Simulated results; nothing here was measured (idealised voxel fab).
Title: Process Module voxel fin reveal
In the cross-section labelled cut, the width is 170 nm and each square cell is 5 nm.
This document writes a cross-section as a grid whose cells are square, and gives it as bands, listed from the top down; one or more rows of cells form a band. Within each band entry, the heights of the top and of the bottom of the band appear first, in that order and in nm; the materials of the band then follow from left to right, each with its corresponding width in nm. The designation "throughout" on a single material indicates that it fills the band from edge to edge; the designation "air" indicates empty space. Heads up on the height convention: 0 is the point under which the incoming wafer is all one material, and the lowest band has no bottom, it just keeps going down, like "0 -> down". Quick explanation for "30..40": the width changes in equal steps down the rows of cells, from the first number in the band's top row to the second number in its bottom row. "same as before" after a step means that no cell of the cross-section changed. The list in "Completely sealed voids" covers empty spaces of 8 cells or more that cannot reach the top through any open way, and it gives each as width x height at distance; the distance is from the left edge, and width, height and distance are in nm. That trailing text on a step's line, after the settings, is the simulator's own remark on the step. For masked steps, "overlay nm" on the step line gives how far right of plan the mask actually lay; a minus sign means it lay to the left.

## Steps planned for the process
1: RECEIVE with material Si
2: CONFORMAL_DEP with material SiN, thk nm 5
3: MASKED_ETCH with tone cover, mask id FINS, width nm 15, pitch nm 35, etch materials SiN, depth nm 5, overlay nm 0
4: MASKED_ETCH with tone cover, mask id FINS, width nm 15, pitch nm 35, etch materials Si, depth nm 30, overlay nm 0
5: OXIDIZE with depth nm 5
6: FILL_DEP with material SiO2, thk nm 5
7: CMP with height nm 5
8: SELECTIVE_ETCH with etch materials SiO2, depth nm 20
9: STRIP with etch materials SiN
10: CONFORMAL_DEP with material SiO2, thk nm 5

## Here's what the wafer looked like in cross-section when it arrived - that's after step 1
- 0 -> down | Si throughout
- Completely sealed voids: none

## Post-module cross-section: identical start and plan to those above, one misstep in execution
- 5 -> 0 | air (25), SiO2 (15), air (20), SiO2 (15), air (20), SiO2 (15), air (20), SiO2 (15), air (25)
- 0 -> -10 | air (25), SiO2 (5), Si (5), SiO2 (5), air (20), SiO2 (5), Si (5), SiO2 (5), air (20), SiO2 (5), Si (5), SiO2 (5), air (20), SiO2 (5), Si (5), SiO2 (5), air (25)
- -10 -> -15 | SiO2 (10), air (15), SiO2 (5), Si (5), SiO2 (5), air (20), SiO2 (5), Si (5), SiO2 (5), air (20), SiO2 (5), Si (5), SiO2 (5), air (20), SiO2 (5), Si (5), SiO2 (5), air (15), SiO2 (10)
- -15 -> -35 | SiO2 (30), Si (5), SiO2 (30), Si (5), SiO2 (30), Si (5), SiO2 (30), Si (5), SiO2 (30)
- -35 -> down | Si throughout
- Completely sealed voids: none
Against the plan, the run slipped here: steps 8 and 9 got flipped, so each one ran where the other should have
